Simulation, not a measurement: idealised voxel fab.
This is a process module. Its name is voxel wiring stack.
Shown is cross-section cut, with a width of 255 nm and square cells of size 5 nm.
Bands, listed from the top down, are how a cross-section gets written in this document; the cross-section itself is a grid of square cells, and a band is one or more rows of them.
Band entry format. Leading values: height of top, height of bottom, nm. Remainder: materials in left-to-right order, each with its width in nm. Special words: "full width" on a single material, which then fills the band edge to edge; "empty", empty space.
A quick word on heights: they are counted from 0, and under that level the wafer as it came to us is one material throughout. The lowest band is different from the rest in having no bottom; it simply continues downward, written as in "z 0 and below".
A two-number width, for instance "30 to 40", indicates that the width is equal to the first number in the top row of the band and to the second number in the bottom row, and that it changes by a constant amount per row of cells.
Any step labelled "all unchanged" changed none of the cells in the cross-section.
Closed-off voids of 8+ cells (no open route to the top) go in "Closed voids list", written width x height at distance from the left edge, in nm.
Note: text after step settings on the step line = simulator remark on that step.
On any step carrying a mask, the "overlay nm" setting, if present on the step's line, tells how far right of its planned place the mask lay; negative values point to the left.
Each of the pairs that make up the rest of this document says: here is the cross-section before one process step, here is the cross-section after it, drawn only down to the lowest band that changed, and here, under the pair, is the step lying between them with its settings. Different pairs may come from different runs of this module on the same starting wafer, so a pair continues from the pair above it only where its entry headed "Status before step" says so.
Status before step
- z 160 to 145 = resist (20)  empty (30)  resist (30)  empty (30)  resist (30)  empty (30)  resist (30)  empty (30)  resist (25)
- z 145 to 115 = SiO2 full width
- z 115 to 110 = SiCN full width
- z 110 to 100 = SiO2 (20)  TiN (5)  Cu (20)  TiN (5)  SiO2 (30)  TiN (5)  Cu (20)  TiN (5)  SiO2 (30)  TiN (5)  Cu (20)  TiN (5)  SiO2 (30)  TiN (5)  Cu (20)  TiN (5)  SiO2 (25)
- z 100 to 95 = SiO2 (20)  TiN (5)  Cu (5)  TiN (20)  SiO2 (30)  TiN (30)  SiO2 (30)  TiN (5)  Cu (5)  TiN (20)  SiO2 (30)  TiN (30)  SiO2 (25)
- z 95 to 90 = SiO2 (20)  TiN (15)  SiO2 (105)  TiN (15)  SiO2 (100)
- z 90 to 80 = SiO2 full width
- z 80 to 75 = SiCN full width
- z 75 to 60 = lowk (20)  TiN (5)  Cu (20)  TiN (5)  lowk (30)  TiN (5)  Cu (20)  TiN (5)  lowk (30)  TiN (5)  Cu (20)  TiN (5)  lowk (30)  TiN (5)  Cu (20)  TiN (5)  lowk (25)
- z 60 to 55 = lowk (20)  TiN (5)  Cu (5)  TiN (20)  lowk (30)  TiN (30)  lowk (30)  TiN (5)  Cu (5)  TiN (20)  lowk (30)  TiN (30)  lowk (25)
- z 55 to 45 = lowk (20)  TiN (5)  Cu (5)  TiN (5)  lowk (105)  TiN (5)  Cu (5)  TiN (5)  lowk (100)
- z 45 to 40 = SiCN (20)  TiN (15)  SiCN (105)  TiN (15)  SiCN (100)
- z 40 to 20 = SiO2 (15)  SiN (5)  Ru (30)  SiN (5)  SiO2 (20)  SiN (5)  Ru (30)  SiN (5)  SiO2 (20)  SiN (5)  Ru (30)  SiN (5)  SiO2 (20)  SiN (5)  Ru (30)  SiN (5)  SiO2 (20)
- z 20 to 15 = SiN (20)  TiN (30)  SiN (30)  TiN (30)  SiN (30)  TiN (30)  SiN (30)  TiN (30)  SiN (25)
- z 15 to 0 = SiO2 full width
- z 0 and below = Si full width
- Closed voids list: none
Sectional View, Post-Process
- z 160 to 145 = resist (20)  empty (30)  resist (30)  empty (30)  resist (30)  empty (30)  resist (30)  empty (30)  resist (25)
- z 145 to 130 = SiO2 (20)  empty (30)  SiO2 (30)  empty (30)  SiO2 (30)  empty (30)  SiO2 (30)  empty (30)  SiO2 (25)
- Note: structure below 130 unchanged.
- Closed voids list: none
So what happened between those two cross-sections up there? DIRECTIONAL_ETCH: etch materials SiO2, depth nm 15
Status before step: taken from the pair above, after panel.
Sectional View, Post-Process
- z 145 to 130 = SiO2 (20)  empty (30)  SiO2 (30)  empty (30)  SiO2 (30)  empty (30)  SiO2 (30)  empty (30)  SiO2 (25)
- Note: structure below 130 unchanged.
- Closed voids list: none
So what happened between those two cross-sections up there? STRIP: etch materials resist
Status before step: taken from the pair above, after panel.
Sectional View, Post-Process
- z 145 to 130 = SiO2 (20)  empty (30)  SiO2 (30)  empty (30)  SiO2 (30)  empty (30)  SiO2 (30)  empty (30)  SiO2 (25)
- z 130 to 115 = SiO2 (20)  empty (15)  SiO2 (45)  empty (15)  SiO2 (45)  empty (15)  SiO2 (45)  empty (15)  SiO2 (40)
- Note: structure below 115 unchanged.
- Closed voids list: none
So what happened between those two cross-sections up there? MASKED_ETCH: tone open, mask id METAL_4_HOLES, width nm 15, pitch nm 60, etch materials SiO2, depth nm 15, overlay nm 0
Status before step: taken from the pair above, after panel.
Sectional View, Post-Process
- z 145 to 130 = SiO2 (20)  empty (30)  SiO2 (30)  empty (30)  SiO2 (30)  empty (30)  SiO2 (30)  empty (30)  SiO2 (25)
- z 130 to 115 = SiO2 (20)  empty (15)  SiO2 (45)  empty (15)  SiO2 (45)  empty (15)  SiO2 (45)  empty (15)  SiO2 (40)
- z 115 to 110 = SiCN (20)  empty (15)  SiCN (45)  empty (15)  SiCN (45)  empty (15)  SiCN (45)  empty (15)  SiCN (40)
- Note: structure below 110 unchanged.
- Closed voids list: none
So what happened between those two cross-sections up there? MASKED_ETCH: tone open, mask id METAL_4_HOLES, width nm 15, pitch nm 60, etch materials SiCN, depth nm 5, overlay nm 0
Status before step: taken from the pair above, after panel.
Sectional View, Post-Process
- z 150 to 145 = TiN (25)  empty (20)  TiN (40)  empty (20)  TiN (40)  empty (20)  TiN (40)  empty (20)  TiN (30)
- z 145 to 135 = SiO2 (20)  TiN (5)  empty (20)  TiN (5)  SiO2 (30)  TiN (5)  empty (20)  TiN (5)  SiO2 (30)  TiN (5)  empty (20)  TiN (5)  SiO2 (30)  TiN (5)  empty (20)  TiN (5)  SiO2 (25)
- z 135 to 130 = SiO2 (20)  TiN (5)  empty (5)  TiN (20)  SiO2 (30)  TiN (5)  empty (5)  TiN (20)  SiO2 (30)  TiN (5)  empty (5)  TiN (20)  SiO2 (30)  TiN (5)  empty (5)  TiN (20)  SiO2 (25)
- z 130 to 115 = SiO2 (20)  TiN (5)  empty (5)  TiN (5)  SiO2 (45)  TiN (5)  empty (5)  TiN (5)  SiO2 (45)  TiN (5)  empty (5)  TiN (5)  SiO2 (45)  TiN (5)  empty (5)  TiN (5)  SiO2 (40)
- z 115 to 110 = SiCN (20)  TiN (15)  SiCN (45)  TiN (15)  SiCN (45)  TiN (15)  SiCN (45)  TiN (15)  SiCN (40)
- Note: structure below 110 unchanged.
- Closed voids list: none
So what happened between those two cross-sections up there? CONFORMAL_DEP: material TiN, thk nm 5
Status before step: taken from the pair above, after panel.
Sectional View, Post-Process
- z 160 to 150 = Cu full width
- z 150 to 145 = TiN (25)  Cu (20)  TiN (40)  Cu (20)  TiN (40)  Cu (20)  TiN (40)  Cu (20)  TiN (30)
- z 145 to 135 = SiO2 (20)  TiN (5)  Cu (20)  TiN (5)  SiO2 (30)  TiN (5)  Cu (20)  TiN (5)  SiO2 (30)  TiN (5)  Cu (20)  TiN (5)  SiO2 (30)  TiN (5)  Cu (20)  TiN (5)  SiO2 (25)
- z 135 to 130 = SiO2 (20)  TiN (5)  Cu (5)  TiN (20)  SiO2 (30)  TiN (5)  Cu (5)  TiN (20)  SiO2 (30)  TiN (5)  Cu (5)  TiN (20)  SiO2 (30)  TiN (5)  Cu (5)  TiN (20)  SiO2 (25)
- z 130 to 115 = SiO2 (20)  TiN (5)  Cu (5)  TiN (5)  SiO2 (45)  TiN (5)  Cu (5)  TiN (5)  SiO2 (45)  TiN (5)  Cu (5)  TiN (5)  SiO2 (45)  TiN (5)  Cu (5)  TiN (5)  SiO2 (40)
- Note: structure below 115 unchanged.
- Closed voids list: none
So what happened between those two cross-sections up there? FILL_DEP: material Cu, thk nm 10
Status before step: taken from the pair above, after panel.
Sectional View, Post-Process
- z 145 to 135 = SiO2 (20)  TiN (5)  Cu (20)  TiN (5)  SiO2 (30)  TiN (5)  Cu (20)  TiN (5)  SiO2 (30)  TiN (5)  Cu (20)  TiN (5)  SiO2 (30)  TiN (5)  Cu (20)  TiN (5)  SiO2 (25)
- Note: structure below 135 unchanged.
- Closed voids list: none
So what happened between those two cross-sections up there? CMP: height nm 145
Status before step: taken from the pair above, after panel.
Sectional View, Post-Process
- z 150 to 145 = SiN full width
- Note: structure below 145 unchanged.
- Closed voids list: none
So what happened between those two cross-sections up there? CONFORMAL_DEP: material SiN, thk nm 5
Status before step
- z 110 to 80 = SiO2 full width
- z 80 to 75 = SiCN full width
- z 75 to 60 = lowk (20)  TiN (5)  Cu (20)  TiN (5)  lowk (30)  TiN (5)  Cu (20)  TiN (5)  lowk (30)  TiN (5)  Cu (20)  TiN (5)  lowk (30)  TiN (5)  Cu (20)  TiN (5)  lowk (25)
- z 60 to 55 = lowk (20)  TiN (5)  Cu (5)  TiN (20)  lowk (30)  TiN (30)  lowk (30)  TiN (5)  Cu (5)  TiN (20)  lowk (30)  TiN (30)  lowk (25)
- z 55 to 45 = lowk (20)  TiN (5)  Cu (5)  TiN (5)  lowk (105)  TiN (5)  Cu (5)  TiN (5)  lowk (100)
- z 45 to 40 = SiCN (20)  TiN (15)  SiCN (105)  TiN (15)  SiCN (100)
- z 40 to 20 = SiO2 (15)  SiN (5)  Ru (30)  SiN (5)  SiO2 (20)  SiN (5)  Ru (30)  SiN (5)  SiO2 (20)  SiN (5)  Ru (30)  SiN (5)  SiO2 (20)  SiN (5)  Ru (30)  SiN (5)  SiO2 (20)
- z 20 to 15 = SiN (20)  TiN (30)  SiN (30)  TiN (30)  SiN (30)  TiN (30)  SiN (30)  TiN (30)  SiN (25)
- z 15 to 0 = SiO2 full width
- z 0 and below = Si full width
- Closed voids list: none
Sectional View, Post-Process
- z 110 to 95 = SiO2 (25)  empty (20)  SiO2 (40)  empty (20)  SiO2 (40)  empty (20)  SiO2 (40)  empty (20)  SiO2 (30)
- Note: structure below 95 unchanged.
- Closed voids list: none
So what happened between those two cross-sections up there? MASKED_ETCH: tone open, mask id METAL_3, width nm 20, pitch nm 60, etch materials SiO2, depth nm 15, overlay nm 0
Status before step: taken from the pair above, after panel.
Sectional View, Post-Process
- z 110 to 95 = SiO2 (20)  empty (25)  SiO2 (40)  empty (20)  SiO2 (35)  empty (25)  SiO2 (40)  empty (20)  SiO2 (30)
- z 95 to 80 = SiO2 (25)  empty (10)  SiO2 (110)  empty (10)  SiO2 (100)
- Note: structure below 80 unchanged.
- Closed voids list: none
So what happened between those two cross-sections up there? MASKED_ETCH: tone open, mask id METAL_3_HOLES, width nm 15, pitch nm 120, etch materials SiO2, depth nm 15, overlay nm 0
Status before step: taken from the pair above, after panel.
Sectional View, Post-Process
- z 110 to 95 = SiO2 (20)  empty (25)  SiO2 (40)  empty (20)  SiO2 (35)  empty (25)  SiO2 (40)  empty (20)  SiO2 (30)
- z 95 to 80 = SiO2 (25)  empty (10)  SiO2 (110)  empty (10)  SiO2 (100)
- z 80 to 75 = SiCN (25)  empty (10)  SiCN (110)  empty (10)  SiCN (100)
- Note: structure below 75 unchanged.
- Closed voids list: none
So what happened between those two cross-sections up there? MASKED_ETCH: tone open, mask id METAL_3_HOLES, width nm 15, pitch nm 120, etch materials SiCN, depth nm 5, overlay nm 0
Status before step: taken from the pair above, after panel.
Sectional View, Post-Process
- z 115 to 110 = TiN (25)  empty (15)  TiN (50)  empty (10)  TiN (45)  empty (15)  TiN (50)  empty (10)  TiN (35)
- z 110 to 100 = SiO2 (20)  TiN (5)  empty (15)  TiN (5)  SiO2 (40)  TiN (5)  empty (10)  TiN (5)  SiO2 (35)  TiN (5)  empty (15)  TiN (5)  SiO2 (40)  TiN (5)  empty (10)  TiN (5)  SiO2 (30)
- z 100 to 95 = SiO2 (20)  TiN (25)  SiO2 (40)  TiN (20)  SiO2 (35)  TiN (25)  SiO2 (40)  TiN (20)  SiO2 (30)
- z 95 to 80 = SiO2 (25)  TiN (10)  SiO2 (110)  TiN (10)  SiO2 (100)
- z 80 to 75 = SiCN (25)  TiN (10)  SiCN (110)  TiN (10)  SiCN (100)
- Note: structure below 75 unchanged.
- Closed voids list: none
So what happened between those two cross-sections up there? CONFORMAL_DEP: material TiN, thk nm 5
Status before step: taken from the pair above, after panel.
Sectional View, Post-Process
- z 125 to 115 = Cu full width
- z 115 to 110 = TiN (25)  Cu (15)  TiN (50)  Cu (10)  TiN (45)  Cu (15)  TiN (50)  Cu (10)  TiN (35)
- z 110 to 100 = SiO2 (20)  TiN (5)  Cu (15)  TiN (5)  SiO2 (40)  TiN (5)  Cu (10)  TiN (5)  SiO2 (35)  TiN (5)  Cu (15)  TiN (5)  SiO2 (40)  TiN (5)  Cu (10)  TiN (5)  SiO2 (30)
- Note: structure below 100 unchanged.
- Closed voids list: none
So what happened between those two cross-sections up there? FILL_DEP: material Cu, thk nm 10
Status before step: taken from the pair above, after panel.
Sectional View, Post-Process
- z 110 to 100 = SiO2 (20)  TiN (5)  Cu (15)  TiN (5)  SiO2 (40)  TiN (5)  Cu (10)  TiN (5)  SiO2 (35)  TiN (5)  Cu (15)  TiN (5)  SiO2 (40)  TiN (5)  Cu (10)  TiN (5)  SiO2 (30)
- Note: structure below 100 unchanged.
- Closed voids list: none
So what happened between those two cross-sections up there? CMP: height nm 110
Status before step: taken from the pair above, after panel.
Sectional View, Post-Process
- z 115 to 110 = SiCN full width
- Note: structure below 110 unchanged.
- Closed voids list: none
So what happened between those two cross-sections up there? CONFORMAL_DEP: material SiCN, thk nm 5
Status before step: taken from the pair above, after panel.
Sectional View, Post-Process
- z 145 to 115 = SiO2 full width
- Note: structure below 115 unchanged.
- Closed voids list: none
So what happened between those two cross-sections up there? DIRECTIONAL_DEP: material SiO2, thk nm 30
Status before step: taken from the pair above, after panel.
Sectional View, Post-Process
- z 160 to 145 = resist (20)  empty (30)  resist (30)  empty (30)  resist (30)  empty (30)  resist (30)  empty (30)  resist (25)
- Note: structure below 145 unchanged.
- Closed voids list: none
So what happened between those two cross-sections up there? PATTERN: tone open, mask id METAL_4, material resist, width nm 30, pitch nm 60, thk nm 15, overlay nm 0
Status before step: taken from the pair above, after panel.
Sectional View, Post-Process
- z 160 to 145 = resist (20)  empty (30)  resist (30)  empty (30)  resist (30)  empty (30)  resist (30)  empty (30)  resist (25)
- z 145 to 130 = SiO2 (20)  empty (30)  SiO2 (30)  empty (30)  SiO2 (30)  empty (30)  SiO2 (30)  empty (30)  SiO2 (25)
- Note: structure below 130 unchanged.
- Closed voids list: none
So what happened between those two cross-sections up there? DIRECTIONAL_ETCH: etch materials SiO2, depth nm 15
Status before step: taken from the pair above, after panel.
Sectional View, Post-Process
- z 145 to 130 = SiO2 (20)  empty (30)  SiO2 (30)  empty (30)  SiO2 (30)  empty (30)  SiO2 (30)  empty (30)  SiO2 (25)
- Note: structure below 130 unchanged.
- Closed voids list: none
So what happened between those two cross-sections up there? STRIP: etch materials resist
Status before step: taken from the pair above, after panel.
Sectional View, Post-Process
- z 145 to 130 = SiO2 (20)  empty (30)  SiO2 (30)  empty (30)  SiO2 (30)  empty (30)  SiO2 (30)  empty (30)  SiO2 (25)
- z 130 to 115 = SiO2 (20)  empty (15)  SiO2 (45)  empty (15)  SiO2 (45)  empty (15)  SiO2 (45)  empty (15)  SiO2 (40)
- Note: structure below 115 unchanged.
- Closed voids list: none
So what happened between those two cross-sections up there? MASKED_ETCH: tone open, mask id METAL_4_HOLES, width nm 15, pitch nm 60, etch materials SiO2, depth nm 15, overlay nm 0
Status before step: taken from the pair above, after panel.
Sectional View, Post-Process
- z 145 to 130 = SiO2 (20)  empty (30)  SiO2 (30)  empty (30)  SiO2 (30)  empty (30)  SiO2 (30)  empty (30)  SiO2 (25)
- z 130 to 115 = SiO2 (20)  empty (15)  SiO2 (45)  empty (15)  SiO2 (45)  empty (15)  SiO2 (45)  empty (15)  SiO2 (40)
- z 115 to 110 = SiCN (20)  empty (15)  SiCN (45)  empty (15)  SiCN (45)  empty (15)  SiCN (45)  empty (15)  SiCN (40)
- Note: structure below 110 unchanged.
- Closed voids list: none
So what happened between those two cross-sections up there? MASKED_ETCH: tone open, mask id METAL_4_HOLES, width nm 15, pitch nm 60, etch materials SiCN, depth nm 5, overlay nm 0
Status before step: taken from the pair above, after panel.
Sectional View, Post-Process
- z 150 to 145 = TiN (25)  empty (20)  TiN (40)  empty (20)  TiN (40)  empty (20)  TiN (40)  empty (20)  TiN (30)
- z 145 to 135 = SiO2 (20)  TiN (5)  empty (20)  TiN (5)  SiO2 (30)  TiN (5)  empty (20)  TiN (5)  SiO2 (30)  TiN (5)  empty (20)  TiN (5)  SiO2 (30)  TiN (5)  empty (20)  TiN (5)  SiO2 (25)
- z 135 to 130 = SiO2 (20)  TiN (5)  empty (5)  TiN (20)  SiO2 (30)  TiN (5)  empty (5)  TiN (20)  SiO2 (30)  TiN (5)  empty (5)  TiN (20)  SiO2 (30)  TiN (5)  empty (5)  TiN (20)  SiO2 (25)
- z 130 to 115 = SiO2 (20)  TiN (5)  empty (5)  TiN (5)  SiO2 (45)  TiN (5)  empty (5)  TiN (5)  SiO2 (45)  TiN (5)  empty (5)  TiN (5)  SiO2 (45)  TiN (5)  empty (5)  TiN (5)  SiO2 (40)
- z 115 to 110 = SiCN (20)  TiN (15)  SiCN (45)  TiN (15)  SiCN (45)  TiN (15)  SiCN (45)  TiN (15)  SiCN (40)
- Note: structure below 110 unchanged.
- Closed voids list: none
So what happened between those two cross-sections up there? CONFORMAL_DEP: material TiN, thk nm 5
Status before step: taken from the pair above, after panel.
Sectional View, Post-Process
- z 160 to 150 = Cu full width
- z 150 to 145 = TiN (25)  Cu (20)  TiN (40)  Cu (20)  TiN (40)  Cu (20)  TiN (40)  Cu (20)  TiN (30)
- z 145 to 135 = SiO2 (20)  TiN (5)  Cu (20)  TiN (5)  SiO2 (30)  TiN (5)  Cu (20)  TiN (5)  SiO2 (30)  TiN (5)  Cu (20)  TiN (5)  SiO2 (30)  TiN (5)  Cu (20)  TiN (5)  SiO2 (25)
- z 135 to 130 = SiO2 (20)  TiN (5)  Cu (5)  TiN (20)  SiO2 (30)  TiN (5)  Cu (5)  TiN (20)  SiO2 (30)  TiN (5)  Cu (5)  TiN (20)  SiO2 (30)  TiN (5)  Cu (5)  TiN (20)  SiO2 (25)
- z 130 to 115 = SiO2 (20)  TiN (5)  Cu (5)  TiN (5)  SiO2 (45)  TiN (5)  Cu (5)  TiN (5)  SiO2 (45)  TiN (5)  Cu (5)  TiN (5)  SiO2 (45)  TiN (5)  Cu (5)  TiN (5)  SiO2 (40)
- Note: structure below 115 unchanged.
- Closed voids list: none
So what happened between those two cross-sections up there? FILL_DEP: material Cu, thk nm 10
Status before step: taken from the pair above, after panel.
Sectional View, Post-Process
- z 145 to 135 = SiO2 (20)  TiN (5)  Cu (20)  TiN (5)  SiO2 (30)  TiN (5)  Cu (20)  TiN (5)  SiO2 (30)  TiN (5)  Cu (20)  TiN (5)  SiO2 (30)  TiN (5)  Cu (20)  TiN (5)  SiO2 (25)
- Note: structure below 135 unchanged.
- Closed voids list: none
So what happened between those two cross-sections up there? CMP: height nm 145
Status before step: taken from the pair above, after panel.
Sectional View, Post-Process
- z 150 to 145 = SiN full width
- Note: structure below 145 unchanged.
- Closed voids list: none
So what happened between those two cross-sections up there? CONFORMAL_DEP: material SiN, thk nm 5
Status before step
- z 145 to 115 = SiO2 full width
- z 115 to 110 = SiCN full width
- z 110 to 100 = SiO2 (20)  TiN (5)  Cu (20)  TiN (5)  SiO2 (30)  TiN (5)  Cu (20)  TiN (5)  SiO2 (30)  TiN (5)  Cu (20)  TiN (5)  SiO2 (30)  TiN (5)  Cu (20)  TiN (5)  SiO2 (25)
- z 100 to 95 = SiO2 (20)  TiN (5)  Cu (5)  TiN (20)  SiO2 (30)  TiN (30)  SiO2 (30)  TiN (5)  Cu (5)  TiN (20)  SiO2 (30)  TiN (30)  SiO2 (25)
- z 95 to 80 = SiO2 (20)  TiN (5)  Cu (5)  TiN (5)  SiO2 (105)  TiN (5)  Cu (5)  TiN (5)  SiO2 (100)
- z 80 to 75 = SiCN (20)  TiN (15)  SiCN (105)  TiN (15)  SiCN (100)
- z 75 to 60 = lowk (20)  TiN (5)  Cu (20)  TiN (5)  lowk (30)  TiN (5)  Cu (20)  TiN (5)  lowk (30)  TiN (5)  Cu (20)  TiN (5)  lowk (30)  TiN (5)  Cu (20)  TiN (5)  lowk (25)
- z 60 to 55 = lowk (20)  TiN (5)  Cu (5)  TiN (20)  lowk (30)  TiN (30)  lowk (30)  TiN (5)  Cu (5)  TiN (20)  lowk (30)  TiN (30)  lowk (25)
- z 55 to 45 = lowk (20)  TiN (5)  Cu (5)  TiN (5)  lowk (105)  TiN (5)  Cu (5)  TiN (5)  lowk (100)
- z 45 to 40 = SiCN (20)  TiN (15)  SiCN (105)  TiN (15)  SiCN (100)
- z 40 to 20 = SiO2 (15)  SiN (5)  Ru (30)  SiN (5)  SiO2 (20)  SiN (5)  Ru (30)  SiN (5)  SiO2 (20)  SiN (5)  Ru (30)  SiN (5)  SiO2 (20)  SiN (5)  Ru (30)  SiN (5)  SiO2 (20)
- z 20 to 15 = SiN (20)  TiN (30)  SiN (30)  TiN (30)  SiN (30)  TiN (30)  SiN (30)  TiN (30)  SiN (25)
- z 15 to 0 = SiO2 full width
- z 0 and below = Si full width
- Closed voids list: none
Sectional View, Post-Process
- z 160 to 145 = resist (15)  empty (30)  resist (30)  empty (30)  resist (30)  empty (30)  resist (30)  empty (30)  resist (30)
- Note: structure below 145 unchanged.
- Closed voids list: none
So what happened between those two cross-sections up there? PATTERN: tone open, mask id METAL_4, material resist, width nm 30, pitch nm 60, thk nm 15, overlay nm -5
Status before step: taken from the pair above, after panel.
Sectional View, Post-Process
- z 160 to 145 = resist (15)  empty (30)  resist (30)  empty (30)  resist (30)  empty (30)  resist (30)  empty (30)  resist (30)
- z 145 to 130 = SiO2 (15)  empty (30)  SiO2 (30)  empty (30)  SiO2 (30)  empty (30)  SiO2 (30)  empty (30)  SiO2 (30)
- Note: structure below 130 unchanged.
- Closed voids list: none
So what happened between those two cross-sections up there? DIRECTIONAL_ETCH: etch materials SiO2, depth nm 15
Status before step: taken from the pair above, after panel.
Sectional View, Post-Process
- z 145 to 130 = SiO2 (15)  empty (30)  SiO2 (30)  empty (30)  SiO2 (30)  empty (30)  SiO2 (30)  empty (30)  SiO2 (30)
- Note: structure below 130 unchanged.
- Closed voids list: none
So what happened between those two cross-sections up there? STRIP: etch materials resist
Status before step: taken from the pair above, after panel.
Sectional View, Post-Process
- z 145 to 130 = SiO2 (15)  empty (30)  SiO2 (30)  empty (30)  SiO2 (30)  empty (30)  SiO2 (30)  empty (30)  SiO2 (30)
- z 130 to 115 = SiO2 (20)  empty (15)  SiO2 (45)  empty (15)  SiO2 (45)  empty (15)  SiO2 (45)  empty (15)  SiO2 (40)
- Note: structure below 115 unchanged.
- Closed voids list: none
So what happened between those two cross-sections up there? MASKED_ETCH: tone open, mask id METAL_4_HOLES, width nm 15, pitch nm 60, etch materials SiO2, depth nm 15, overlay nm 0
Status before step: taken from the pair above, after panel.
Sectional View, Post-Process
- z 145 to 130 = SiO2 (15)  empty (30)  SiO2 (30)  empty (30)  SiO2 (30)  empty (30)  SiO2 (30)  empty (30)  SiO2 (30)
- z 130 to 115 = SiO2 (20)  empty (15)  SiO2 (45)  empty (15)  SiO2 (45)  empty (15)  SiO2 (45)  empty (15)  SiO2 (40)
- z 115 to 110 = SiCN (20)  empty (15)  SiCN (45)  empty (15)  SiCN (45)  empty (15)  SiCN (45)  empty (15)  SiCN (40)
- Note: structure below 110 unchanged.
- Closed voids list: none
So what happened between those two cross-sections up there? MASKED_ETCH: tone open, mask id METAL_4_HOLES, width nm 15, pitch nm 60, etch materials SiCN, depth nm 5, overlay nm 0
Status before step: taken from the pair above, after panel.
Sectional View, Post-Process
- z 150 to 145 = TiN (20)  empty (20)  TiN (40)  empty (20)  TiN (40)  empty (20)  TiN (40)  empty (20)  TiN (35)
- z 145 to 135 = SiO2 (15)  TiN (5)  empty (20)  TiN (5)  SiO2 (30)  TiN (5)  empty (20)  TiN (5)  SiO2 (30)  TiN (5)  empty (20)  TiN (5)  SiO2 (30)  TiN (5)  empty (20)  TiN (5)  SiO2 (30)
- z 135 to 130 = SiO2 (15)  TiN (10)  empty (5)  TiN (15)  SiO2 (30)  TiN (10)  empty (5)  TiN (15)  SiO2 (30)  TiN (10)  empty (5)  TiN (15)  SiO2 (30)  TiN (10)  empty (5)  TiN (15)  SiO2 (30)
- z 130 to 115 = SiO2 (20)  TiN (5)  empty (5)  TiN (5)  SiO2 (45)  TiN (5)  empty (5)  TiN (5)  SiO2 (45)  TiN (5)  empty (5)  TiN (5)  SiO2 (45)  TiN (5)  empty (5)  TiN (5)  SiO2 (40)
- z 115 to 110 = SiCN (20)  TiN (15)  SiCN (45)  TiN (15)  SiCN (45)  TiN (15)  SiCN (45)  TiN (15)  SiCN (40)
- Note: structure below 110 unchanged.
- Closed voids list: none
So what happened between those two cross-sections up there? CONFORMAL_DEP: material TiN, thk nm 5
Status before step: taken from the pair above, after panel.
Sectional View, Post-Process
- z 160 to 150 = Cu full width
- z 150 to 145 = TiN (20)  Cu (20)  TiN (40)  Cu (20)  TiN (40)  Cu (20)  TiN (40)  Cu (20)  TiN (35)
- z 145 to 135 = SiO2 (15)  TiN (5)  Cu (20)  TiN (5)  SiO2 (30)  TiN (5)  Cu (20)  TiN (5)  SiO2 (30)  TiN (5)  Cu (20)  TiN (5)  SiO2 (30)  TiN (5)  Cu (20)  TiN (5)  SiO2 (30)
- z 135 to 130 = SiO2 (15)  TiN (10)  Cu (5)  TiN (15)  SiO2 (30)  TiN (10)  Cu (5)  TiN (15)  SiO2 (30)  TiN (10)  Cu (5)  TiN (15)  SiO2 (30)  TiN (10)  Cu (5)  TiN (15)  SiO2 (30)
- z 130 to 115 = SiO2 (20)  TiN (5)  Cu (5)  TiN (5)  SiO2 (45)  TiN (5)  Cu (5)  TiN (5)  SiO2 (45)  TiN (5)  Cu (5)  TiN (5)  SiO2 (45)  TiN (5)  Cu (5)  TiN (5)  SiO2 (40)
- Note: structure below 115 unchanged.
- Closed voids list: none
So what happened between those two cross-sections up there? FILL_DEP: material Cu, thk nm 10
Status before step: taken from the pair above, after panel.
Sectional View, Post-Process
- z 145 to 135 = SiO2 (15)  TiN (5)  Cu (20)  TiN (5)  SiO2 (30)  TiN (5)  Cu (20)  TiN (5)  SiO2 (30)  TiN (5)  Cu (20)  TiN (5)  SiO2 (30)  TiN (5)  Cu (20)  TiN (5)  SiO2 (30)
- Note: structure below 135 unchanged.
- Closed voids list: none
So what happened between those two cross-sections up there? CMP: height nm 145
Status before step: taken from the pair above, after panel.
Sectional View, Post-Process
- z 150 to 145 = SiN full width
- Note: structure below 145 unchanged.
- Closed voids list: none
So what happened between those two cross-sections up there? CONFORMAL_DEP: material SiN, thk nm 5
Status before step
- z 45 to 40 = SiCN full width
- z 40 to 20 = SiO2 (15)  SiN (5)  Ru (30)  SiN (5)  SiO2 (20)  SiN (5)  Ru (30)  SiN (5)  SiO2 (20)  SiN (5)  Ru (30)  SiN (5)  SiO2 (20)  SiN (5)  Ru (30)  SiN (5)  SiO2 (20)
- z 20 to 15 = SiN (20)  TiN (30)  SiN (30)  TiN (30)  SiN (30)  TiN (30)  SiN (30)  TiN (30)  SiN (25)
- z 15 to 0 = SiO2 full width
- z 0 and below = Si full width
- Closed voids list: none
Sectional View, Post-Process
- z 75 to 45 = Ru full width
- Note: structure below 45 unchanged.
- Closed voids list: none
So what happened between those two cross-sections up there? DIRECTIONAL_DEP: material Ru, thk nm 30
Status before step: taken from the pair above, after panel.
Sectional View, Post-Process
- z 90 to 75 = resist (20)  empty (30)  resist (30)  empty (30)  resist (30)  empty (30)  resist (30)  empty (30)  resist (25)
- Note: structure below 75 unchanged.
- Closed voids list: none
So what happened between those two cross-sections up there? PATTERN: tone open, mask id METAL_2, material resist, width nm 30, pitch nm 60, thk nm 15, overlay nm 0
Status before step: taken from the pair above, after panel.
Sectional View, Post-Process
- z 75 to 45 = Ru full width
- Note: structure below 45 unchanged.
- Closed voids list: none
So what happened between those two cross-sections up there? STRIP: etch materials resist
Status before step: taken from the pair above, after panel.
Sectional View, Post-Process
- z 80 to 75 = TiN full width
- Note: structure below 75 unchanged.
- Closed voids list: none
So what happened between those two cross-sections up there? CONFORMAL_DEP: material TiN, thk nm 5
Status before step: taken from the pair above, after panel.
Sectional View, Post-Process
- z 85 to 80 = Cu full width
- Note: structure below 80 unchanged.
- Closed voids list: none
So what happened between those two cross-sections up there? FILL_DEP: material Cu, thk nm 5
Status before step: taken from the pair above, after panel.
Sectional View, Post-Process
- z 75 to 45 = Ru full width
- Note: structure below 45 unchanged.
- Closed voids list: none
So what happened between those two cross-sections up there? CMP: height nm 75
Status before step: taken from the pair above, after panel.
Sectional View, Post-Process
- z 80 to 75 = SiCN full width
- Note: structure below 75 unchanged.
- Closed voids list: none
So what happened between those two cross-sections up there? CONFORMAL_DEP: material SiCN, thk nm 5
Status before step: taken from the pair above, after panel.
Sectional View, Post-Process
- z 110 to 80 = SiO2 full width
- Note: structure below 80 unchanged.
- Closed voids list: none
So what happened between those two cross-sections up there? DIRECTIONAL_DEP: material SiO2, thk nm 30
Status before step: taken from the pair above, after panel.
Sectional View, Post-Process
- z 110 to 95 = SiO2 (20)  empty (30)  SiO2 (30)  empty (30)  SiO2 (30)  empty (30)  SiO2 (30)  empty (30)  SiO2 (25)
- Note: structure below 95 unchanged.
- Closed voids list: none
So what happened between those two cross-sections up there? MASKED_ETCH: tone open, mask id METAL_3, width nm 30, pitch nm 60, etch materials SiO2, depth nm 15, overlay nm 0
Status before step: taken from the pair above, after panel.
Sectional View, Post-Process
- z 110 to 95 = SiO2 (20)  empty (30)  SiO2 (30)  empty (30)  SiO2 (30)  empty (30)  SiO2 (30)  empty (30)  SiO2 (25)
- z 95 to 80 = SiO2 (20)  empty (15)  SiO2 (105)  empty (15)  SiO2 (100)
- Note: structure below 80 unchanged.
- Closed voids list: none
So what happened between those two cross-sections up there? MASKED_ETCH: tone open, mask id METAL_3_HOLES, width nm 15, pitch nm 120, etch materials SiO2, depth nm 15, overlay nm 0
